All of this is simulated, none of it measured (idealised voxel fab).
The following process module bears the name voxel self aligned vias.
Section cut is 270 nm wide and gridded with 5 nm square cells.
A cross-section is written here as square cells arranged in a grid, and it is given in bands from the top down, each band taking up one or more rows of cells.
Quick guide to a band line: top height, bottom height (nm) up front; then every material left to right with its width in nm. Only one material and it's marked "edge to edge"? Then it fills the band edge to edge. And "blank" just means empty space.
Heights from 0 (as-received wafer is one material below). Bottom band endless downward, as "0 -> down".
The notation "30..40" denotes a width that varies across the rows of cells in the band, beginning at the first number in the top row, finishing at the second number in the bottom row, and changing by an identical amount from each row to the next.
What does "nothing different" mean for a step? It means no cell of the cross-section changed in that step.
Entry "Enclosed void catalog" = empty spaces >= 8 cells with no open way to the top; each as width x height at distance, distance from left edge, all nm.
Past the settings on a step's line: simulator remark, on that step.
"overlay nm", when on a step's line for a step with a mask, measures how far to the right of its planned place the mask lay; a negative measure means to the left.
Below you will find pairs of cross-sections. In each, one shows the wafer before one process step and the other after it, with the after view ending at the lowest band that changed. Under each pair is the step separating them, along with its settings. Do not assume the pairs form a chain: they can come from different runs of this module on the same starting wafer, and a pair continues from the pair above it only when its "Prior to step" entry says so.
Prior to step:
	0 -> down = Si edge to edge
	Enclosed void catalog: none
Sectional View, Post-Process:
	15 -> 0 = SiO2 edge to edge
	Everything under 0 stays put, no change at all.
	Enclosed void catalog: none
The structure goes from the before cross-section above to the after cross-section through CONFORMAL_DEP (material SiO2; thk nm 15)
Prior to step: identical to the post-step cross-section of the immediately preceding pair.
Sectional View, Post-Process:
	20 -> 15 = SiCN edge to edge
	Everything under 15 stays put, no change at all.
	Enclosed void catalog: none
The structure goes from the before cross-section above to the after cross-section through CONFORMAL_DEP (material SiCN; thk nm 5)
Prior to step: identical to the post-step cross-section of the immediately preceding pair.
Sectional View, Post-Process:
	50 -> 20 = SiO2 edge to edge
	Everything under 20 stays put, no change at all.
	Enclosed void catalog: none
The structure goes from the before cross-section above to the after cross-section through DIRECTIONAL_DEP (material SiO2; thk nm 30)
Prior to step: identical to the post-step cross-section of the immediately preceding pair.
Sectional View, Post-Process:
	60 -> 50 = aC edge to edge
	Everything under 50 stays put, no change at all.
	Enclosed void catalog: none
The structure goes from the before cross-section above to the after cross-section through DIRECTIONAL_DEP (material aC; thk nm 10)
Prior to step: identical to the post-step cross-section of the immediately preceding pair.
Sectional View, Post-Process:
	90 -> 60 = resist 55  blank 30  resist 35  blank 30  resist 35  blank 30  resist 55
	Everything under 60 stays put, no change at all.
	Enclosed void catalog: none
The structure goes from the before cross-section above to the after cross-section through PATTERN (tone open; mask id LINES; material resist; width nm 30; pitch nm 65; thk nm 30; overlay nm 0)
Prior to step: identical to the post-step cross-section of the immediately preceding pair.
Sectional View, Post-Process:
	80 -> 60 = resist 55  blank 30  resist 35  blank 30  resist 35  blank 30  resist 55
	60 -> 50 = aC 55  blank 30  aC 35  blank 30  aC 35  blank 30  aC 55
	Everything under 50 stays put, no change at all.
	Enclosed void catalog: none
The structure goes from the before cross-section above to the after cross-section through DIRECTIONAL_ETCH (etch materials aC; depth nm 10)
Prior to step: identical to the post-step cross-section of the immediately preceding pair.
Sectional View, Post-Process:
	60 -> 50 = aC 55  blank 30  aC 35  blank 30  aC 35  blank 30  aC 55
	Everything under 50 stays put, no change at all.
	Enclosed void catalog: none
The structure goes from the before cross-section above to the after cross-section through STRIP (etch materials resist)
Prior to step: identical to the post-step cross-section of the immediately preceding pair.
Sectional View, Post-Process:
	60 -> 50 = aC 55  blank 30  aC 35  blank 30  aC 35  blank 30  aC 55
	50 -> 20 = SiO2 55  blank 30  SiO2 35  blank 30  SiO2 35  blank 30  SiO2 55
	Everything under 20 stays put, no change at all.
	Enclosed void catalog: none
The structure goes from the before cross-section above to the after cross-section through DIRECTIONAL_ETCH (etch materials SiO2; depth nm 30)
Prior to step: identical to the post-step cross-section of the immediately preceding pair.
Sectional View, Post-Process:
	50 -> 20 = SiO2 55  blank 30  SiO2 35  blank 30  SiO2 35  blank 30  SiO2 55
	Everything under 20 stays put, no change at all.
	Enclosed void catalog: none
The structure goes from the before cross-section above to the after cross-section through STRIP (etch materials aC)
Prior to step: identical to the post-step cross-section of the immediately preceding pair.
Sectional View, Post-Process:
	55 -> 50 = TiN 60  blank 20  TiN 45  blank 20  TiN 45  blank 20  TiN 60
	50 -> 25 = SiO2 55  TiN 5  blank 20  TiN 5  SiO2 35  TiN 5  blank 20  TiN 5  SiO2 35  TiN 5  blank 20  TiN 5  SiO2 55
	25 -> 20 = SiO2 55  TiN 30  SiO2 35  TiN 30  SiO2 35  TiN 30  SiO2 55
	Everything under 20 stays put, no change at all.
	Enclosed void catalog: none
The structure goes from the before cross-section above to the after cross-section through CONFORMAL_DEP (material TiN; thk nm 5)
Prior to step: identical to the post-step cross-section of the immediately preceding pair.
Sectional View, Post-Process:
	60 -> 55 = W edge to edge
	55 -> 50 = TiN 60  W 20  TiN 45  W 20  TiN 45  W 20  TiN 60
	50 -> 25 = SiO2 55  TiN 5  W 20  TiN 5  SiO2 35  TiN 5  W 20  TiN 5  SiO2 35  TiN 5  W 20  TiN 5  SiO2 55
	Everything under 25 stays put, no change at all.
	Enclosed void catalog: none
The structure goes from the before cross-section above to the after cross-section through FILL_DEP (material W; thk nm 5)
Prior to step: identical to the post-step cross-section of the immediately preceding pair.
Sectional View, Post-Process:
	50 -> 25 = SiO2 55  TiN 5  W 20  TiN 5  SiO2 35  TiN 5  W 20  TiN 5  SiO2 35  TiN 5  W 20  TiN 5  SiO2 55
	Everything under 25 stays put, no change at all.
	Enclosed void catalog: none
The structure goes from the before cross-section above to the after cross-section through CMP (height nm 50)
Prior to step: identical to the post-step cross-section of the immediately preceding pair.
Sectional View, Post-Process:
	50 -> 45 = SiO2 55  blank 30  SiO2 35  blank 30  SiO2 35  blank 30  SiO2 55
	Everything under 45 stays put, no change at all.
	Enclosed void catalog: none
The structure goes from the before cross-section above to the after cross-section through SELECTIVE_ETCH (etch materials W Ru TiN; depth nm 5)
Prior to step: identical to the post-step cross-section of the immediately preceding pair.
Sectional View, Post-Process:
	55 -> 50 = SiN edge to edge
	50 -> 45 = SiO2 55  SiN 30  SiO2 35  SiN 30  SiO2 35  SiN 30  SiO2 55
	Everything under 45 stays put, no change at all.
	Enclosed void catalog: none
The structure goes from the before cross-section above to the after cross-section through FILL_DEP (material SiN; thk nm 5)
Prior to step: identical to the post-step cross-section of the immediately preceding pair.
Sectional View, Post-Process:
	50 -> 45 = SiO2 55  SiN 30  SiO2 35  SiN 30  SiO2 35  SiN 30  SiO2 55
	Everything under 45 stays put, no change at all.
	Enclosed void catalog: none
The structure goes from the before cross-section above to the after cross-section through CMP (height nm 50)
Prior to step: identical to the post-step cross-section of the immediately preceding pair.
Sectional View, Post-Process:
	65 -> 50 = SiO2 edge to edge
	Everything under 50 stays put, no change at all.
	Enclosed void catalog: none
The structure goes from the before cross-section above to the after cross-section through DIRECTIONAL_DEP (material SiO2; thk nm 15)
Prior to step: identical to the post-step cross-section of the immediately preceding pair.
Sectional View, Post-Process:
	65 -> 50 = SiO2 50  blank 40  SiO2 25  blank 40  SiO2 25  blank 40  SiO2 50
	Everything under 50 stays put, no change at all.
	Enclosed void catalog: none
The structure goes from the before cross-section above to the after cross-section through MASKED_ETCH (tone open; mask id VIAS; width nm 40; pitch nm 65; etch materials SiO2; depth nm 15; overlay nm 0)
Prior to step: identical to the post-step cross-section of the immediately preceding pair.
Sectional View, Post-Process:
	65 -> 50 = SiO2 50  blank 40  SiO2 25  blank 40  SiO2 25  blank 40  SiO2 50
	50 -> 45 = SiO2 55  blank 30  SiO2 35  blank 30  SiO2 35  blank 30  SiO2 55
	Everything under 45 stays put, no change at all.
	Enclosed void catalog: none
The structure goes from the before cross-section above to the after cross-section through MASKED_ETCH (tone open; mask id VIAS; width nm 40; pitch nm 65; etch materials SiN; depth nm 5; overlay nm 0)
Prior to step: identical to the post-step cross-section of the immediately preceding pair.
Sectional View, Post-Process:
	70 -> 65 = TiN 55  blank 30  TiN 35  blank 30  TiN 35  blank 30  TiN 55
	65 -> 55 = SiO2 50  TiN 5  blank 30  TiN 5  SiO2 25  TiN 5  blank 30  TiN 5  SiO2 25  TiN 5  blank 30  TiN 5  SiO2 50
	55 -> 50 = SiO2 50  TiN 10  blank 20  TiN 10  SiO2 25  TiN 10  blank 20  TiN 10  SiO2 25  TiN 10  blank 20  TiN 10  SiO2 50
	50 -> 45 = SiO2 55  TiN 30  SiO2 35  TiN 30  SiO2 35  TiN 30  SiO2 55
	Everything under 45 stays put, no change at all.
	Enclosed void catalog: none
The structure goes from the before cross-section above to the after cross-section through CONFORMAL_DEP (material TiN; thk nm 5)
Prior to step: identical to the post-step cross-section of the immediately preceding pair.
Sectional View, Post-Process:
	75 -> 70 = W edge to edge
	70 -> 65 = TiN 55  W 30  TiN 35  W 30  TiN 35  W 30  TiN 55
	65 -> 55 = SiO2 50  TiN 5  W 30  TiN 5  SiO2 25  TiN 5  W 30  TiN 5  SiO2 25  TiN 5  W 30  TiN 5  SiO2 50
	55 -> 50 = SiO2 50  TiN 10  W 20  TiN 10  SiO2 25  TiN 10  W 20  TiN 10  SiO2 25  TiN 10  W 20  TiN 10  SiO2 50
	Everything under 50 stays put, no change at all.
	Enclosed void catalog: none
The structure goes from the before cross-section above to the after cross-section through FILL_DEP (material W; thk nm 5)
Prior to step: identical to the post-step cross-section of the immediately preceding pair.
Sectional View, Post-Process:
	65 -> 55 = SiO2 50  TiN 5  W 30  TiN 5  SiO2 25  TiN 5  W 30  TiN 5  SiO2 25  TiN 5  W 30  TiN 5  SiO2 50
	Everything under 55 stays put, no change at all.
	Enclosed void catalog: none
The structure goes from the before cross-section above to the after cross-section through CMP (height nm 65)
Prior to step: identical to the post-step cross-section of the immediately preceding pair.
Sectional View, Post-Process:
	70 -> 65 = SiN edge to edge
	Everything under 65 stays put, no change at all.
	Enclosed void catalog: none
The structure goes from the before cross-section above to the after cross-section through CONFORMAL_DEP (material SiN; thk nm 5)
Prior to step:
	15 -> 0 = SiO2 edge to edge
	0 -> down = Si edge to edge
	Enclosed void catalog: none
Sectional View, Post-Process:
	45 -> 0 = SiO2 edge to edge
	Everything under 0 stays put, no change at all.
	Enclosed void catalog: none
The structure goes from the before cross-section above to the after cross-section through DIRECTIONAL_DEP (material SiO2; thk nm 30)
Prior to step: identical to the post-step cross-section of the immediately preceding pair.
Sectional View, Post-Process:
	55 -> 45 = aC edge to edge
	Everything under 45 stays put, no change at all.
	Enclosed void catalog: none
The structure goes from the before cross-section above to the after cross-section through DIRECTIONAL_DEP (material aC; thk nm 10)
Prior to step: identical to the post-step cross-section of the immediately preceding pair.
Sectional View, Post-Process:
	85 -> 55 = resist 55  blank 30  resist 35  blank 30  resist 35  blank 30  resist 55
	Everything under 55 stays put, no change at all.
	Enclosed void catalog: none
The structure goes from the before cross-section above to the after cross-section through PATTERN (tone open; mask id LINES; material resist; width nm 30; pitch nm 65; thk nm 30; overlay nm 0)
Prior to step: identical to the post-step cross-section of the immediately preceding pair.
Sectional View, Post-Process:
	75 -> 55 = resist 55  blank 30  resist 35  blank 30  resist 35  blank 30  resist 55
	55 -> 45 = aC 55  blank 30  aC 35  blank 30  aC 35  blank 30  aC 55
	Everything under 45 stays put, no change at all.
	Enclosed void catalog: none
The structure goes from the before cross-section above to the after cross-section through DIRECTIONAL_ETCH (etch materials aC; depth nm 10)
Prior to step: identical to the post-step cross-section of the immediately preceding pair.
Sectional View, Post-Process:
	55 -> 45 = aC 55  blank 30  aC 35  blank 30  aC 35  blank 30  aC 55
	Everything under 45 stays put, no change at all.
	Enclosed void catalog: none
The structure goes from the before cross-section above to the after cross-section through STRIP (etch materials resist)
Prior to step: identical to the post-step cross-section of the immediately preceding pair.
Sectional View, Post-Process:
	55 -> 45 = aC 55  blank 30  aC 35  blank 30  aC 35  blank 30  aC 55
	45 -> 15 = SiO2 55  blank 30  SiO2 35  blank 30  SiO2 35  blank 30  SiO2 55
	Everything under 15 stays put, no change at all.
	Enclosed void catalog: none
The structure goes from the before cross-section above to the after cross-section through DIRECTIONAL_ETCH (etch materials SiO2; depth nm 30)
Prior to step: identical to the post-step cross-section of the immediately preceding pair.
Sectional View, Post-Process:
	45 -> 15 = SiO2 55  blank 30  SiO2 35  blank 30  SiO2 35  blank 30  SiO2 55
	Everything under 15 stays put, no change at all.
	Enclosed void catalog: none
The structure goes from the before cross-section above to the after cross-section through STRIP (etch materials aC)
Prior to step: identical to the post-step cross-section of the immediately preceding pair.
Sectional View, Post-Process:
	50 -> 45 = TiN 60  blank 20  TiN 45  blank 20  TiN 45  blank 20  TiN 60
	45 -> 20 = SiO2 55  TiN 5  blank 20  TiN 5  SiO2 35  TiN 5  blank 20  TiN 5  SiO2 35  TiN 5  blank 20  TiN 5  SiO2 55
	20 -> 15 = SiO2 55  TiN 30  SiO2 35  TiN 30  SiO2 35  TiN 30  SiO2 55
	Everything under 15 stays put, no change at all.
	Enclosed void catalog: none
The structure goes from the before cross-section above to the after cross-section through CONFORMAL_DEP (material TiN; thk nm 5)
Prior to step: identical to the post-step cross-section of the immediately preceding pair.
Sectional View, Post-Process:
	55 -> 50 = W edge to edge
	50 -> 45 = TiN 60  W 20  TiN 45  W 20  TiN 45  W 20  TiN 60
	45 -> 20 = SiO2 55  TiN 5  W 20  TiN 5  SiO2 35  TiN 5  W 20  TiN 5  SiO2 35  TiN 5  W 20  TiN 5  SiO2 55
	Everything under 20 stays put, no change at all.
	Enclosed void catalog: none
The structure goes from the before cross-section above to the after cross-section through FILL_DEP (material W; thk nm 5)
Prior to step: identical to the post-step cross-section of the immediately preceding pair.
Sectional View, Post-Process:
	50 -> 45 = TiN 60  W 20  TiN 45  W 20  TiN 45  W 20  TiN 60
	Everything under 45 stays put, no change at all.
	Enclosed void catalog: none
The structure goes from the before cross-section above to the after cross-section through CMP (height nm 50)
Prior to step: identical to the post-step cross-section of the immediately preceding pair.
Sectional View, Post-Process:
	45 -> 20 = SiO2 55  TiN 5  W 20  TiN 5  SiO2 35  TiN 5  W 20  TiN 5  SiO2 35  TiN 5  W 20  TiN 5  SiO2 55
	Everything under 20 stays put, no change at all.
	Enclosed void catalog: none
The structure goes from the before cross-section above to the after cross-section through SELECTIVE_ETCH (etch materials W Ru TiN; depth nm 5)
Prior to step: identical to the post-step cross-section of the immediately preceding pair.
Sectional View, Post-Process:
	50 -> 45 = SiN edge to edge
	Everything under 45 stays put, no change at all.
	Enclosed void catalog: none
The structure goes from the before cross-section above to the after cross-section through FILL_DEP (material SiN; thk nm 5)
Prior to step: identical to the post-step cross-section of the immediately preceding pair.
Sectional View, Post-Process:
	65 -> 50 = SiO2 edge to edge
	Everything under 50 stays put, no change at all.
	Enclosed void catalog: none
The structure goes from the before cross-section above to the after cross-section through DIRECTIONAL_DEP (material SiO2; thk nm 15)
Prior to step: identical to the post-step cross-section of the immediately preceding pair.
Sectional View, Post-Process:
	65 -> 50 = SiO2 50  blank 40  SiO2 25  blank 40  SiO2 25  blank 40  SiO2 50
	Everything under 50 stays put, no change at all.
	Enclosed void catalog: none
The structure goes from the before cross-section above to the after cross-section through MASKED_ETCH (tone open; mask id VIAS; width nm 40; pitch nm 65; etch materials SiO2; depth nm 15; overlay nm 0)
Prior to step: identical to the post-step cross-section of the immediately preceding pair.
Sectional View, Post-Process:
	65 -> 50 = SiO2 50  blank 40  SiO2 25  blank 40  SiO2 25  blank 40  SiO2 50
	50 -> 45 = SiN 50  blank 40  SiN 25  blank 40  SiN 25  blank 40  SiN 50
	Everything under 45 stays put, no change at all.
	Enclosed void catalog: none
The structure goes from the before cross-section above to the after cross-section through MASKED_ETCH (tone open; mask id VIAS; width nm 40; pitch nm 65; etch materials SiN; depth nm 5; overlay nm 0)
Prior to step: identical to the post-step cross-section of the immediately preceding pair.
Sectional View, Post-Process:
	70 -> 65 = TiN 55  blank 30  TiN 35  blank 30  TiN 35  blank 30  TiN 55
	65 -> 50 = SiO2 50  TiN 5  blank 30  TiN 5  SiO2 25  TiN 5  blank 30  TiN 5  SiO2 25  TiN 5  blank 30  TiN 5  SiO2 50
	50 -> 45 = SiN 50  TiN 40  SiN 25  TiN 40  SiN 25  TiN 40  SiN 50
	Everything under 45 stays put, no change at all.
	Enclosed void catalog: none
The structure goes from the before cross-section above to the after cross-section through CONFORMAL_DEP (material TiN; thk nm 5)
Prior to step: identical to the post-step cross-section of the immediately preceding pair.
Sectional View, Post-Process:
	75 -> 70 = W edge to edge
	70 -> 65 = TiN 55  W 30  TiN 35  W 30  TiN 35  W 30  TiN 55
	65 -> 50 = SiO2 50  TiN 5  W 30  TiN 5  SiO2 25  TiN 5  W 30  TiN 5  SiO2 25  TiN 5  W 30  TiN 5  SiO2 50
	Everything under 50 stays put, no change at all.
	Enclosed void catalog: none
The structure goes from the before cross-section above to the after cross-section through FILL_DEP (material W; thk nm 5)
Prior to step: identical to the post-step cross-section of the immediately preceding pair.
Sectional View, Post-Process:
	65 -> 50 = SiO2 50  TiN 5  W 30  TiN 5  SiO2 25  TiN 5  W 30  TiN 5  SiO2 25  TiN 5  W 30  TiN 5  SiO2 50
	Everything under 50 stays put, no change at all.
	Enclosed void catalog: none
The structure goes from the before cross-section above to the after cross-section through CMP (height nm 65)
Prior to step: identical to the post-step cross-section of the immediately preceding pair.
Sectional View, Post-Process:
	70 -> 65 = SiN edge to edge
	Everything under 65 stays put, no change at all.
	Enclosed void catalog: none
The structure goes from the before cross-section above to the after cross-section through CONFORMAL_DEP (material SiN; thk nm 5)
Prior to step:
	65 -> 50 = SiO2 50  blank 40  SiO2 25  blank 40  SiO2 25  blank 40  SiO2 50
	50 -> 45 = SiO2 55  SiN 30  SiO2 35  SiN 30  SiO2 35  SiN 30  SiO2 55
	45 -> 25 = SiO2 55  TiN 5  W 20  TiN 5  SiO2 35  TiN 5  W 20  TiN 5  SiO2 35  TiN 5  W 20  TiN 5  SiO2 55
	25 -> 20 = SiO2 55  TiN 30  SiO2 35  TiN 30  SiO2 35  TiN 30  SiO2 55
	20 -> 15 = SiCN edge to edge
	15 -> 0 = SiO2 edge to edge
	0 -> down = Si edge to edge
	Enclosed void catalog: none
Sectional View, Post-Process:
	65 -> 50 = SiO2 50  blank 40  SiO2 25  blank 40  SiO2 25  blank 40  SiO2 50
	50 -> 45 = SiO2 50  blank 5  SiN 30  blank 5  SiO2 25  blank 5  SiN 30  blank 5  SiO2 25  blank 5  SiN 30  blank 5  SiO2 50
	45 -> 35 = SiO2 50  blank 5  TiN 5  W 20  TiN 5  blank 5  SiO2 25  blank 5  TiN 5  W 20  TiN 5  blank 5  SiO2 25  blank 5  TiN 5  W 20  TiN 5  blank 5  SiO2 50
	Everything under 35 stays put, no change at all.
	Enclosed void catalog: none
The structure goes from the before cross-section above to the after cross-section through MASKED_ETCH (tone open; mask id VIAS; width nm 40; pitch nm 65; etch materials SiO2; depth nm 15; overlay nm 0)
Prior to step: identical to the post-step cross-section of the immediately preceding pair.
Sectional View, Post-Process:
	65 -> 45 = SiO2 50  blank 40  SiO2 25  blank 40  SiO2 25  blank 40  SiO2 50
	Everything under 45 stays put, no change at all.
	Enclosed void catalog: none
The structure goes from the before cross-section above to the after cross-section through MASKED_ETCH (tone open; mask id VIAS; width nm 40; pitch nm 65; etch materials SiN; depth nm 5; overlay nm 0)
Prior to step: identical to the post-step cross-section of the immediately preceding pair.
Sectional View, Post-Process:
	70 -> 65 = TiN 55  blank 30  TiN 35  blank 30  TiN 35  blank 30  TiN 55
	65 -> 50 = SiO2 50  TiN 5  blank 30  TiN 5  SiO2 25  TiN 5  blank 30  TiN 5  SiO2 25  TiN 5  blank 30  TiN 5  SiO2 50
	50 -> 45 = SiO2 50  TiN 40  SiO2 25  TiN 40  SiO2 25  TiN 40  SiO2 50
	45 -> 35 = SiO2 50  TiN 10  W 20  TiN 10  SiO2 25  TiN 10  W 20  TiN 10  SiO2 25  TiN 10  W 20  TiN 10  SiO2 50
	Everything under 35 stays put, no change at all.
	Enclosed void catalog: none
The structure goes from the before cross-section above to the after cross-section through CONFORMAL_DEP (material TiN; thk nm 5)
Prior to step: identical to the post-step cross-section of the immediately preceding pair.
Sectional View, Post-Process:
	75 -> 70 = W edge to edge
	70 -> 65 = TiN 55  W 30  TiN 35  W 30  TiN 35  W 30  TiN 55
	65 -> 50 = SiO2 50  TiN 5  W 30  TiN 5  SiO2 25  TiN 5  W 30  TiN 5  SiO2 25  TiN 5  W 30  TiN 5  SiO2 50
	Everything under 50 stays put, no change at all.
	Enclosed void catalog: none
The structure goes from the before cross-section above to the after cross-section through FILL_DEP (material W; thk nm 5)
Prior to step: identical to the post-step cross-section of the immediately preceding pair.
Sectional View, Post-Process:
	65 -> 50 = SiO2 50  TiN 5  W 30  TiN 5  SiO2 25  TiN 5  W 30  TiN 5  SiO2 25  TiN 5  W 30  TiN 5  SiO2 50
	Everything under 50 stays put, no change at all.
	Enclosed void catalog: none
The structure goes from the before cross-section above to the after cross-section through CMP (height nm 65)
Prior to step: identical to the post-step cross-section of the immediately preceding pair.
Sectional View, Post-Process:
	70 -> 65 = SiN edge to edge
	Everything under 65 stays put, no change at all.
	Enclosed void catalog: none
The structure goes from the before cross-section above to the after cross-section through CONFORMAL_DEP (material SiN; thk nm 5)
Prior to step:
	50 -> 45 = SiO2 55  SiN 30  SiO2 35  SiN 30  SiO2 35  SiN 30  SiO2 55
	45 -> 25 = SiO2 55  TiN 5  W 20  TiN 5  SiO2 35  TiN 5  W 20  TiN 5  SiO2 35  TiN 5  W 20  TiN 5  SiO2 55
	25 -> 20 = SiO2 55  TiN 30  SiO2 35  TiN 30  SiO2 35  TiN 30  SiO2 55
	20 -> 15 = SiCN edge to edge
	15 -> 0 = SiO2 edge to edge
	0 -> down = Si edge to edge
	Enclosed void catalog: none
Sectional View, Post-Process:
	50 -> 45 = SiO2 50  blank 5  SiN 30  blank 5  SiO2 25  blank 5  SiN 30  blank 5  SiO2 25  blank 5  SiN 30  blank 5  SiO2 50
	45 -> 35 = SiO2 50  blank 5  TiN 5  W 20  TiN 5  blank 5  SiO2 25  blank 5  TiN 5  W 20  TiN 5  blank 5  SiO2 25  blank 5  TiN 5  W 20  TiN 5  blank 5  SiO2 50
	Everything under 35 stays put, no change at all.
	Enclosed void catalog: none
The structure goes from the before cross-section above to the after cross-section through MASKED_ETCH (tone open; mask id VIAS; width nm 40; pitch nm 65; etch materials SiO2; depth nm 15; overlay nm 0)
Prior to step: identical to the post-step cross-section of the immediately preceding pair.
Sectional View, Post-Process:
	65 -> 50 = SiO2 50  blank 5  SiO2 30  blank 5  SiO2 25  blank 5  SiO2 30  blank 5  SiO2 25  blank 5  SiO2 30  blank 5  SiO2 50
	50 -> 45 = SiO2 55  SiN 30  SiO2 35  SiN 30  SiO2 35  SiN 30  SiO2 55
	45 -> 25 = SiO2 55  TiN 5  W 20  TiN 5  SiO2 35  TiN 5  W 20  TiN 5  SiO2 35  TiN 5  W 20  TiN 5  SiO2 55
	Everything under 25 stays put, no change at all.
	Enclosed void catalog: none
The structure goes from the before cross-section above to the after cross-section through DIRECTIONAL_DEP (material SiO2; thk nm 15)
Prior to step: identical to the post-step cross-section of the immediately preceding pair.
Sectional View, Post-Process:
	70 -> 65 = TiN edge to edge
	65 -> 50 = SiO2 50  TiN 5  SiO2 30  TiN 5  SiO2 25  TiN 5  SiO2 30  TiN 5  SiO2 25  TiN 5  SiO2 30  TiN 5  SiO2 50
	Everything under 50 stays put, no change at all.
	Enclosed void catalog: none
The structure goes from the before cross-section above to the after cross-section through CONFORMAL_DEP (material TiN; thk nm 5)
Prior to step: identical to the post-step cross-section of the immediately preceding pair.
Sectional View, Post-Process:
	75 -> 70 = W edge to edge
	Everything under 70 stays put, no change at all.
	Enclosed void catalog: none
The structure goes from the before cross-section above to the after cross-section through FILL_DEP (material W; thk nm 5)
Prior to step: identical to the post-step cross-section of the immediately preceding pair.
Sectional View, Post-Process:
	65 -> 50 = SiO2 50  TiN 5  SiO2 30  TiN 5  SiO2 25  TiN 5  SiO2 30  TiN 5  SiO2 25  TiN 5  SiO2 30  TiN 5  SiO2 50
	Everything under 50 stays put, no change at all.
	Enclosed void catalog: none
The structure goes from the before cross-section above to the after cross-section through CMP (height nm 65)
Prior to step: identical to the post-step cross-section of the immediately preceding pair.
Sectional View, Post-Process:
	70 -> 65 = SiN edge to edge
	Everything under 65 stays put, no change at all.
	Enclosed void catalog: none
The structure goes from the before cross-section above to the after cross-section through CONFORMAL_DEP (material SiN; thk nm 5)
Prior to step:
	0 -> down = Si edge to edge
	Enclosed void catalog: none
Sectional View, Post-Process:
	20 -> 0 = SiO2 edge to edge
	Everything under 0 stays put, no change at all.
	Enclosed void catalog: none
The structure goes from the before cross-section above to the after cross-section through CONFORMAL_DEP (material SiO2; thk nm 20)
Prior to step: identical to the post-step cross-section of the immediately preceding pair.
Sectional View, Post-Process:
	25 -> 20 = SiCN edge to edge
	Everything under 20 stays put, no change at all.
	Enclosed void catalog: none
The structure goes from the before cross-section above to the after cross-section through CONFORMAL_DEP (material SiCN; thk nm 5)
Prior to step: identical to the post-step cross-section of the immediately preceding pair.
Sectional View, Post-Process:
	55 -> 25 = SiO2 edge to edge
	Everything under 25 stays put, no change at all.
	Enclosed void catalog: none
The structure goes from the before cross-section above to the after cross-section through DIRECTIONAL_DEP (material SiO2; thk nm 30)
Prior to step: identical to the post-step cross-section of the immediately preceding pair.
Sectional View, Post-Process:
	65 -> 55 = aC edge to edge
	Everything under 55 stays put, no change at all.
	Enclosed void catalog: none
The structure goes from the before cross-section above to the after cross-section through DIRECTIONAL_DEP (material aC; thk nm 10)
Prior to step: identical to the post-step cross-section of the immediately preceding pair.
Sectional View, Post-Process:
	95 -> 65 = resist 55  blank 30  resist 35  blank 30  resist 35  blank 30  resist 55
	Everything under 65 stays put, no change at all.
	Enclosed void catalog: none
The structure goes from the before cross-section above to the after cross-section through PATTERN (tone open; mask id LINES; material resist; width nm 30; pitch nm 65; thk nm 30; overlay nm 0)
Prior to step: identical to the post-step cross-section of the immediately preceding pair.
Sectional View, Post-Process:
	85 -> 65 = resist 55  blank 30  resist 35  blank 30  resist 35  blank 30  resist 55
	65 -> 55 = aC 55  blank 30  aC 35  blank 30  aC 35  blank 30  aC 55
	Everything under 55 stays put, no change at all.
	Enclosed void catalog: none
The structure goes from the before cross-section above to the after cross-section through DIRECTIONAL_ETCH (etch materials aC; depth nm 10)
Prior to step: identical to the post-step cross-section of the immediately preceding pair.
Sectional View, Post-Process:
	65 -> 55 = aC 55  blank 30  aC 35  blank 30  aC 35  blank 30  aC 55
	Everything under 55 stays put, no change at all.
	Enclosed void catalog: none
The structure goes from the before cross-section above to the after cross-section through STRIP (etch materials resist)
Prior to step: identical to the post-step cross-section of the immediately preceding pair.
Sectional View, Post-Process:
	65 -> 55 = aC 55  blank 30  aC 35  blank 30  aC 35  blank 30  aC 55
	55 -> 25 = SiO2 55  blank 30  SiO2 35  blank 30  SiO2 35  blank 30  SiO2 55
	Everything under 25 stays put, no change at all.
	Enclosed void catalog: none
The structure goes from the before cross-section above to the after cross-section through DIRECTIONAL_ETCH (etch materials SiO2; depth nm 30)
Prior to step: identical to the post-step cross-section of the immediately preceding pair.
Sectional View, Post-Process:
	55 -> 25 = SiO2 55  blank 30  SiO2 35  blank 30  SiO2 35  blank 30  SiO2 55
	Everything under 25 stays put, no change at all.
	Enclosed void catalog: none
The structure goes from the before cross-section above to the after cross-section through STRIP (etch materials aC)
Prior to step: identical to the post-step cross-section of the immediately preceding pair.
Sectional View, Post-Process:
	60 -> 55 = TiN 60  blank 20  TiN 45  blank 20  TiN 45  blank 20  TiN 60
	55 -> 30 = SiO2 55  TiN 5  blank 20  TiN 5  SiO2 35  TiN 5  blank 20  TiN 5  SiO2 35  TiN 5  blank 20  TiN 5  SiO2 55
	30 -> 25 = SiO2 55  TiN 30  SiO2 35  TiN 30  SiO2 35  TiN 30  SiO2 55
	Everything under 25 stays put, no change at all.
	Enclosed void catalog: none
The structure goes from the before cross-section above to the after cross-section through CONFORMAL_DEP (material TiN; thk nm 5)
Prior to step: identical to the post-step cross-section of the immediately preceding pair.
Sectional View, Post-Process:
	65 -> 60 = W edge to edge
	60 -> 55 = TiN 60  W 20  TiN 45  W 20  TiN 45  W 20  TiN 60
	55 -> 30 = SiO2 55  TiN 5  W 20  TiN 5  SiO2 35  TiN 5  W 20  TiN 5  SiO2 35  TiN 5  W 20  TiN 5  SiO2 55
	Everything under 30 stays put, no change at all.
	Enclosed void catalog: none
The structure goes from the before cross-section above to the after cross-section through FILL_DEP (material W; thk nm 5)
Prior to step: identical to the post-step cross-section of the immediately preceding pair.
Sectional View, Post-Process:
	50 -> 30 = SiO2 55  TiN 5  W 20  TiN 5  SiO2 35  TiN 5  W 20  TiN 5  SiO2 35  TiN 5  W 20  TiN 5  SiO2 55
	Everything under 30 stays put, no change at all.
	Enclosed void catalog: none
The structure goes from the before cross-section above to the after cross-section through CMP (height nm 50)
Prior to step: identical to the post-step cross-section of the immediately preceding pair.
Sectional View, Post-Process:
	50 -> 45 = SiO2 55  blank 30  SiO2 35  blank 30  SiO2 35  blank 30  SiO2 55
	Everything under 45 stays put, no change at all.
	Enclosed void catalog: none
The structure goes from the before cross-section above to the after cross-section through SELECTIVE_ETCH (etch materials W Ru TiN; depth nm 5)
Prior to step: identical to the post-step cross-section of the immediately preceding pair.
Sectional View, Post-Process:
	55 -> 50 = SiN edge to edge
	50 -> 45 = SiO2 55  SiN 30  SiO2 35  SiN 30  SiO2 35  SiN 30  SiO2 55
	Everything under 45 stays put, no change at all.
	Enclosed void catalog: none
The structure goes from the before cross-section above to the after cross-section through FILL_DEP (material SiN; thk nm 5)
Prior to step: identical to the post-step cross-section of the immediately preceding pair.
Sectional View, Post-Process:
	50 -> 45 = SiO2 55  SiN 30  SiO2 35  SiN 30  SiO2 35  SiN 30  SiO2 55
	Everything under 45 stays put, no change at all.
	Enclosed void catalog: none
The structure goes from the before cross-section above to the after cross-section through CMP (height nm 50)
Prior to step: identical to the post-step cross-section of the immediately preceding pair.
Sectional View, Post-Process:
	65 -> 50 = SiO2 edge to edge
	Everything under 50 stays put, no change at all.
	Enclosed void catalog: none
The structure goes from the before cross-section above to the after cross-section through DIRECTIONAL_DEP (material SiO2; thk nm 15)
